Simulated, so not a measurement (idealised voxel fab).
The following is a process module called voxel spacer lines.
Section shown: cut. Width: 225 nm. Cell size: 5 nm, square.
A cross-section is written here as square cells arranged in a grid, and it is given in bands from the top down, each band taking up one or more rows of cells. Heads up on the band format: heights come first, top then bottom, in nm. After that it's the materials left to right, each with its width in nm. A single material flagged "everywhere" fills the whole band edge to edge, and "air" means there's empty space there. Basically, 0 is our baseline, since under it the wafer straight out of the box is all one material. The bottom band has no lower end and keeps on going down, so it looks like "0 down". Note: "30->40" means the width goes from the first number (top row of the band) to the second number (bottom row) in equal steps per row of cells. The cross-section has no changed cell in any step marked "changes: none". In "Sealed internal voids" the enclosed voids are listed, meaning empty spaces of 8 cells or larger without any opening to the top. The form is width x height at distance, distance from the left edge, units nm. On a step's line, text after the settings is the simulator commenting on that step. overlay nm, on a step with a mask: how far to the right of its planned place the mask lay; to the left if negative.
[Process steps foreseen in the plan]
step 1: RECEIVE (material Si)
step 2: CONFORMAL_DEP (material Al2O3; thk nm 10)
step 3: DIRECTIONAL_DEP (material polySi; thk nm 15)
step 4: DIRECTIONAL_DEP (material aC; thk nm 30)
step 5: PATTERN (tone cover; mask id MANDREL; material resist; width nm 20; pitch nm 60; thk nm 35; overlay nm 0)
step 6: DIRECTIONAL_ETCH (etch materials aC; depth nm 30)
step 7: STRIP (etch materials resist)
step 8: CONFORMAL_DEP (material SiO2; thk nm 10)
step 9: DIRECTIONAL_ETCH (etch materials SiO2; depth nm 10)
step 10: STRIP (etch materials aC)
step 11: DIRECTIONAL_ETCH (etch materials polySi; depth nm 15)
step 12: STRIP (etch materials SiO2)
[First of the two wafers, run per plan]
[Wafer at receipt (post step 1), cross-section]
- 0 down | Si everywhere
- Sealed internal voids: none
[Presented here is a cross-section of the wafer after step 2 has been performed]
- 10 to 0 | Al2O3 everywhere
- Everything below 0 is unchanged.
[Presented here is a cross-section of the wafer after step 3 has been performed]
- 25 to 10 | polySi everywhere
- Everything below 10 is unchanged.
[Presented here is a cross-section of the wafer after step 4 has been performed]
- 55 to 25 | aC everywhere
- Everything below 25 is unchanged.
[Presented here is a cross-section of the wafer after step 5 has been performed]
- 90 to 55 | 70 air, then 20 resist, then 40 air, then 20 resist, then 75 air
- Everything below 55 is unchanged.
[Presented here is a cross-section of the wafer after step 6 has been performed]
- 60 to 55 | 70 air, then 20 resist, then 40 air, then 20 resist, then 75 air
- 55 to 25 | 70 air, then 20 aC, then 40 air, then 20 aC, then 75 air
- Everything below 25 is unchanged.
[Presented here is a cross-section of the wafer after step 7 has been performed]
- 55 to 25 | 70 air, then 20 aC, then 40 air, then 20 aC, then 75 air
- Everything below 25 is unchanged.
[Presented here is a cross-section of the wafer after step 8 has been performed]
- 65 to 55 | 60 air, then 40 SiO2, then 20 air, then 40 SiO2, then 65 air
- 55 to 35 | 60 air, then 10 SiO2, then 20 aC, then 10 SiO2, then 20 air, then 10 SiO2, then 20 aC, then 10 SiO2, then 65 air
- 35 to 25 | 70 SiO2, then 20 aC, then 40 SiO2, then 20 aC, then 75 SiO2
- Everything below 25 is unchanged.
[Presented here is a cross-section of the wafer after step 9 has been performed]
- 55 to 25 | 60 air, then 10 SiO2, then 20 aC, then 10 SiO2, then 20 air, then 10 SiO2, then 20 aC, then 10 SiO2, then 65 air
- Everything below 25 is unchanged.
[Presented here is a cross-section of the wafer after step 10 has been performed]
- 55 to 25 | 60 air, then 10 SiO2, then 20 air, then 10 SiO2, then 20 air, then 10 SiO2, then 20 air, then 10 SiO2, then 65 air
- Everything below 25 is unchanged.
[Presented here is a cross-section of the wafer after step 11 has been performed]
- 55 to 25 | 60 air, then 10 SiO2, then 20 air, then 10 SiO2, then 20 air, then 10 SiO2, then 20 air, then 10 SiO2, then 65 air
- 25 to 10 | 60 air, then 10 polySi, then 20 air, then 10 polySi, then 20 air, then 10 polySi, then 20 air, then 10 polySi, then 65 air
- Everything below 10 is unchanged.
[Presented here is a cross-section of the wafer after step 12 has been performed]
- 25 to 10 | 60 air, then 10 polySi, then 20 air, then 10 polySi, then 20 air, then 10 polySi, then 20 air, then 10 polySi, then 65 air
- Everything below 10 is unchanged.
[Second wafer. Start and plan as for the first. One mistake made in running. Agrees with the first up to and including step 4]
[Cross-section of the second wafer when, according to plan, step 5 should have finished]
- 90 to 55 | 75 air, then 20 resist, then 40 air, then 20 resist, then 70 air
- Everything below 55 is unchanged.
[Cross-section of the second wafer when, according to plan, step 6 should have finished]
- 60 to 55 | 75 air, then 20 resist, then 40 air, then 20 resist, then 70 air
- 55 to 25 | 75 air, then 20 aC, then 40 air, then 20 aC, then 70 air
- Everything below 25 is unchanged.
[Cross-section of the second wafer when, according to plan, step 7 should have finished]
- 55 to 25 | 75 air, then 20 aC, then 40 air, then 20 aC, then 70 air
- Everything below 25 is unchanged.
[Cross-section of the second wafer when, according to plan, step 8 should have finished]
- 65 to 55 | 65 air, then 40 SiO2, then 20 air, then 40 SiO2, then 60 air
- 55 to 35 | 65 air, then 10 SiO2, then 20 aC, then 10 SiO2, then 20 air, then 10 SiO2, then 20 aC, then 10 SiO2, then 60 air
- 35 to 25 | 75 SiO2, then 20 aC, then 40 SiO2, then 20 aC, then 70 SiO2
- Everything below 25 is unchanged.
[Cross-section of the second wafer when, according to plan, step 9 should have finished]
- 55 to 25 | 65 air, then 10 SiO2, then 20 aC, then 10 SiO2, then 20 air, then 10 SiO2, then 20 aC, then 10 SiO2, then 60 air
- Everything below 25 is unchanged.
[Cross-section of the second wafer when, according to plan, step 10 should have finished]
- 55 to 25 | 65 air, then 10 SiO2, then 20 air, then 10 SiO2, then 20 air, then 10 SiO2, then 20 air, then 10 SiO2, then 60 air
- Everything below 25 is unchanged.
[Cross-section of the second wafer when, according to plan, step 11 should have finished]
- 55 to 25 | 65 air, then 10 SiO2, then 20 air, then 10 SiO2, then 20 air, then 10 SiO2, then 20 air, then 10 SiO2, then 60 air
- 25 to 10 | 65 air, then 10 polySi, then 20 air, then 10 polySi, then 20 air, then 10 polySi, then 20 air, then 10 polySi, then 60 air
- Everything below 10 is unchanged.
[Cross-section of the second wafer when, according to plan, step 12 should have finished]
- 25 to 10 | 65 air, then 10 polySi, then 20 air, then 10 polySi, then 20 air, then 10 polySi, then 20 air, then 10 polySi, then 60 air
- Everything below 10 is unchanged.
Heads up, the wafer didn't run the way we planned it: heads up, step 5 didn't go per plan, it actually ran as PATTERN (tone cover; mask id MANDREL; material resist; width nm 20; pitch nm 60; thk nm 35; overlay nm 5)
So at the finish, the second wafer's got exactly as many cells of each material as the first, just not in the same spots.
